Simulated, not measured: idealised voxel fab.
Proc. module: voxel lift off
For reference, the cross-section in this document is cut, with width 185 nm and square cells of 5 nm.
Notation: cross-section as square-cell grid; stated in bands, top first, going down; one or more cell rows per band. Heights first: top, then bottom, in nm. Then materials, left to right, each with a width in nm. "everywhere" on a single material: fills the band edge to edge. "empty": empty space. Height 0 is the level under which the wafer as received is all one material. The lowest band goes on downwards, as in "0..down". Read "30 to 40" as a graded width: first number on top, second number at the bottom, same change between each pair of neighbouring rows. Any step labelled "stayed the same" changed none of the cells in the cross-section. Entry "Non-vented voids" = empty spaces >= 8 cells with no open way to the top; each as width x height at distance, distance from left edge, all nm. If you see something after the settings on a step's line, that's the simulator's own remark about that step. The optional step-line setting "overlay nm" applies to steps with a mask and quantifies how far to the right of its planned location the mask lay, a negative value indicating leftward placement.
plan
1. op RECEIVE | material Si
2. op CONFORMAL_DEP | material SiN | thk nm 10
3. op PATTERN | tone open | mask id LINES | material resist | width nm 20 | pitch nm 40 | thk nm 20 | overlay nm 0
4. op DIRECTIONAL_DEP | material Ru | thk nm 5
5. op STRIP | etch materials resist
6. op CONFORMAL_DEP | material SiN | thk nm 10
As-received wafer cross-section (after step 1)
> 0..down  Si everywhere
> Non-vented voids: none
Figure: cross-sectional view of the wafer upon completion of the module, processed from the initial state and according to the plan depicted above, with one error introduced during execution
> 20..15  empty (50), then SiN (80), then empty (55)
> 15..10  SiN everywhere
> 10..5  SiN (60), then Ru (20), then SiN (20), then Ru (20), then SiN (65)
> 5..0  SiN everywhere
> 0..down  Si everywhere
> Non-vented voids: none
Against the plan, the run slipped here: step 2 was run on a setting that differed from the plan, and what really ran there is op CONFORMAL_DEP | material SiN | thk nm 5
